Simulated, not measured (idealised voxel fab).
process module | voxel air gaps
cross-section cut | 300 nm wide | cells 5 nm
A cross-section is a grid of square cells, given in bands from the top down. A band is one or more rows of cells.
Each band's line starts with the height of the band's top and of its bottom, in nm. Then come its materials from left to right, each with its width in nm. One material with "throughout" fills the band from edge to edge. "air" is empty space.
Height 0 is the level under which the wafer as received is all one material. The lowest band goes on downwards, as in "0 down".
A width such as "30 to 40" changes by the same amount from each row of cells to the next, from the band's top row to its bottom row.
"no change" after a step means that no cell of the cross-section changed.
closed voids: empty space of 8 cells or more with no open way to the top, each as width x height at its distance from the left edge, in nm
after a step's settings: what the simulator itself notes on the step
overlay nm, on a step with a mask: how far to the right of its planned place the mask lay; to the left if negative
plan
1 op RECEIVE | material Si
2 op CONFORMAL_DEP | material SiO2 | thk nm 15
3 op CONFORMAL_DEP | material SiCN | thk nm 5
4 op DIRECTIONAL_DEP | material lowk | thk nm 30
5 op PATTERN | tone open | mask id LINES | material resist | width nm 25 | pitch nm 55 | thk nm 20 | overlay nm 0
6 op DIRECTIONAL_ETCH | etch materials lowk | depth nm 30
7 op STRIP | etch materials resist
8 op CONFORMAL_DEP | material TiN | thk nm 5
9 op FILL_DEP | material W | thk nm 5
10 op CMP | height nm 50
11 op EPI | material Ru | thk nm 10
12 op SELECTIVE_ETCH | etch materials lowk | depth nm 40
13 op CONFORMAL_DEP | material SiCN | thk nm 5
as received, after step 1
  0 down: Si throughout
  closed voids: none
a wafer at the end: this start, this plan, one mistake
  55 to 50: SiCN throughout
  50 to 25: lowk 55 | TiN 5 | W 15 | TiN 5 | lowk 30 | TiN 5 | W 15 | TiN 5 | lowk 30 | TiN 5 | W 15 | TiN 5 | lowk 30 | TiN 5 | W 15 | TiN 5 | lowk 55
  25 to 20: lowk 55 | TiN 25 | lowk 30 | TiN 25 | lowk 30 | TiN 25 | lowk 30 | TiN 25 | lowk 55
  20 to 15: SiCN throughout
  15 to 0: SiO2 throughout
  0 down: Si throughout
  closed voids: none
what went wrong: step 12 ran as: op SELECTIVE_ETCH | etch materials Ru | depth nm 40
